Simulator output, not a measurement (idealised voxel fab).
process module | voxel ribs on slabs
cross-section cut | 155 nm wide | cells 5 nm
A cross-section is a grid of square cells, given in bands from the top down. A band is one or more rows of cells.
Each band's line starts with the height of the band's top and of its bottom, in nm. Then come its materials from left to right, each with its width in nm. One material with "throughout" fills the band from edge to edge. "air" is empty space.
Height 0 is the level under which the wafer as received is all one material. The lowest band goes on downwards, as in "0 down".
A width such as "30 to 40" changes by the same amount from each row of cells to the next, from the band's top row to its bottom row.
"no change" after a step means that no cell of the cross-section changed.
closed voids: empty space of 8 cells or more with no open way to the top, each as width x height at its distance from the left edge, in nm
after a step's settings: what the simulator itself notes on the step
overlay nm, on a step with a mask: how far to the right of its planned place the mask lay; to the left if negative
plan
1 op RECEIVE | material Si
2 op DIRECTIONAL_DEP | material SiO2 | thk nm 20
3 op DIRECTIONAL_DEP | material polySi | thk nm 20
4 op PATTERN | tone cover | mask id RIB | material resist | width nm 20 | thk nm 20 | overlay nm 0
5 op DIRECTIONAL_ETCH | etch materials polySi | depth nm 15
6 op STRIP | etch materials resist
7 op PATTERN | tone cover | mask id SLAB | material resist | width nm 60 | thk nm 20 | overlay nm 0
8 op DIRECTIONAL_ETCH | etch materials polySi | depth nm 5
9 op STRIP | etch materials resist
10 op FILL_DEP | material SiO2 | thk nm 25
11 op CMP | height nm 60
12 op DIRECTIONAL_DEP | material W | thk nm 5
13 op PATTERN | tone cover | mask id HEATER | material resist | width nm 30 | thk nm 15 | overlay nm 0
14 op DIRECTIONAL_ETCH | etch materials W | depth nm 5
15 op STRIP | etch materials resist
16 op CONFORMAL_DEP | material SiO2 | thk nm 5
as received, after step 1
  0 down: Si throughout
  closed voids: none
a wafer at the end: this start, this plan, one mistake
  70 to 65: air 55 | SiO2 40 | air 60
  65 to 60: SiO2 60 | W 30 | SiO2 65
  60 to 40: SiO2 throughout
  40 to 35: SiO2 45 | polySi 20 | SiO2 20 | polySi 20 | SiO2 50
  35 to 25: polySi 65 | SiO2 20 | polySi 70
  25 to 20: polySi throughout
  20 to 0: SiO2 throughout
  0 down: Si throughout
  closed voids: none
what went wrong: step 4 ran as: op PATTERN | tone open | mask id RIB | material resist | width nm 20 | thk nm 20 | overlay nm 0
